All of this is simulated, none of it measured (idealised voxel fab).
The process module presented herein is designated voxel self aligned vias.
210 nm wide, 5 nm square cells: that's cross-section cut.
A cross-section is a grid of square cells, given in bands from the top down. A band is one or more rows of cells.
Basically the band line says how high the top is and how high the bottom is, in nm, and then what's in it from left to right, every material with its width in nm. Empty space shows up as "air", and if a single material carries "throughout" it runs the full band edge to edge.
Height datum 0, below which the as-received substrate wafer is one material. Lowest band open at the bottom, running downward: "top 0, no bottom".
Width: "30->40" (first number = top row, second number = bottom row, same change from row to row of cells).
Reading "same as before" for a step: not a cell of the cross-section changed in it.
In the "Closed void table" entry, you get each enclosed empty space of 8 cells or more, one with no open way to the top, written width x height at distance, distance from the left edge, in nm.
What comes after the settings on a step's line is commentary from the simulator itself on that step.
What "overlay nm" on a step's line means: if the step has a mask, that mask lay this far to the right of its planned place, or, when the value is negative, to the left.
[Process steps (planned)]
| 1 | RECEIVE (material Si) |
| 2 | CONFORMAL_DEP (material SiO2; thk nm 15) |
| 3 | CONFORMAL_DEP (material SiCN; thk nm 5) |
| 4 | DIRECTIONAL_DEP (material lowk; thk nm 25) |
| 5 | PATTERN (tone open; mask id LINES; material resist; width nm 15; pitch nm 50; thk nm 20; overlay nm 0) |
| 6 | DIRECTIONAL_ETCH (etch materials lowk; depth nm 25) |
| 7 | STRIP (etch materials resist) |
| 8 | CONFORMAL_DEP (material TiN; thk nm 5) |
| 9 | FILL_DEP (material Ru; thk nm 5) |
| 10 | CMP (height nm 45) |
| 11 | SELECTIVE_ETCH (etch materials W Ru TiN; depth nm 5) |
| 12 | FILL_DEP (material SiN; thk nm 10) |
| 13 | CMP (height nm 45) |
| 14 | DIRECTIONAL_DEP (material lowk; thk nm 15) |
| 15 | PATTERN (tone open; mask id VIAS; material resist; width nm 35; pitch nm 100; thk nm 20; overlay nm 0) |
| 16 | DIRECTIONAL_ETCH (etch materials lowk; depth nm 15) |
| 17 | DIRECTIONAL_ETCH (etch materials SiN; depth nm 5) |
| 18 | STRIP (etch materials resist) |
| 19 | CONFORMAL_DEP (material TiN; thk nm 5) |
| 20 | FILL_DEP (material Ru; thk nm 5) |
| 21 | CMP (height nm 60) |
| 22 | CONFORMAL_DEP (material SiN; thk nm 5) |
The plan shows the width nm of step 5 as the first wafer had it; this setting differs between the wafers, which start out alike.
[Cross-section of the first incoming wafer of several, state after step 1]
  top 0, no bottom: Si throughout
  Closed void table: none
[The figure below presents a cross-section of the first of several wafers at the conclusion of the module, following its last step, step 22]
  top 65, bottom 60: SiN throughout
  top 60, bottom 50: lowk 35 nm | TiN 5 nm | Ru 25 nm | TiN 5 nm | lowk 65 nm | TiN 5 nm | Ru 25 nm | TiN 5 nm | lowk 40 nm
  top 50, bottom 45: lowk 35 nm | TiN 15 nm | Ru 5 nm | TiN 15 nm | lowk 65 nm | TiN 15 nm | Ru 5 nm | TiN 15 nm | lowk 40 nm
  top 45, bottom 40: lowk 45 nm | TiN 15 nm | lowk 35 nm | SiN 15 nm | lowk 35 nm | TiN 15 nm | lowk 50 nm
  top 40, bottom 25: lowk 45 nm | TiN 5 nm | Ru 5 nm | TiN 5 nm | lowk 35 nm | TiN 5 nm | Ru 5 nm | TiN 5 nm | lowk 35 nm | TiN 5 nm | Ru 5 nm | TiN 5 nm | lowk 50 nm
  top 25, bottom 20: lowk 45 nm | TiN 15 nm | lowk 35 nm | TiN 15 nm | lowk 35 nm | TiN 15 nm | lowk 50 nm
  top 20, bottom 15: SiCN throughout
  top 15, bottom 0: SiO2 throughout
  top 0, no bottom: Si throughout
  Closed void table: none
[Last wafer x-sec, end of module]
  top 65, bottom 60: SiN throughout
  top 60, bottom 45: lowk 35 nm | TiN 5 nm | Ru 25 nm | TiN 5 nm | lowk 65 nm | TiN 5 nm | Ru 25 nm | TiN 5 nm | lowk 40 nm
  top 45, bottom 40: lowk 35 nm | TiN 35 nm | lowk 15 nm | SiN 35 nm | lowk 15 nm | TiN 35 nm | lowk 40 nm
  top 40, bottom 25: lowk 35 nm | TiN 5 nm | Ru 25 nm | TiN 5 nm | lowk 15 nm | TiN 5 nm | Ru 25 nm | TiN 5 nm | lowk 15 nm | TiN 5 nm | Ru 25 nm | TiN 5 nm | lowk 40 nm
  top 25, bottom 20: lowk 35 nm | TiN 35 nm | lowk 15 nm | TiN 35 nm | lowk 15 nm | TiN 35 nm | lowk 40 nm
  top 20, bottom 15: SiCN throughout
  top 15, bottom 0: SiO2 throughout
  top 0, no bottom: Si throughout
  Closed void table: none
[So in this table every wafer gets its own row, and what you see is where it stands at the end of the module: for each material, how many cells it picked up (+) or gave up (-) since we received it, and after that its closed voids]
width nm 15; +31 Ru; +42 SiCN; +45 SiN; +126 SiO2; +53 TiN; +249 lowk; Closed void table: none
width nm 20; +42 Ru; +42 SiCN; +46 SiN; +126 SiO2; +56 TiN; +234 lowk; Closed void table: none
width nm 25; +53 Ru; +42 SiCN; +47 SiN; +126 SiO2; +59 TiN; +219 lowk; Closed void table: none
width nm 30; +64 Ru; +42 SiCN; +48 SiN; +126 SiO2; +62 TiN; +204 lowk; Closed void table: none
width nm 35; +75 Ru; +42 SiCN; +49 SiN; +126 SiO2; +65 TiN; +189 lowk; Closed void table: none
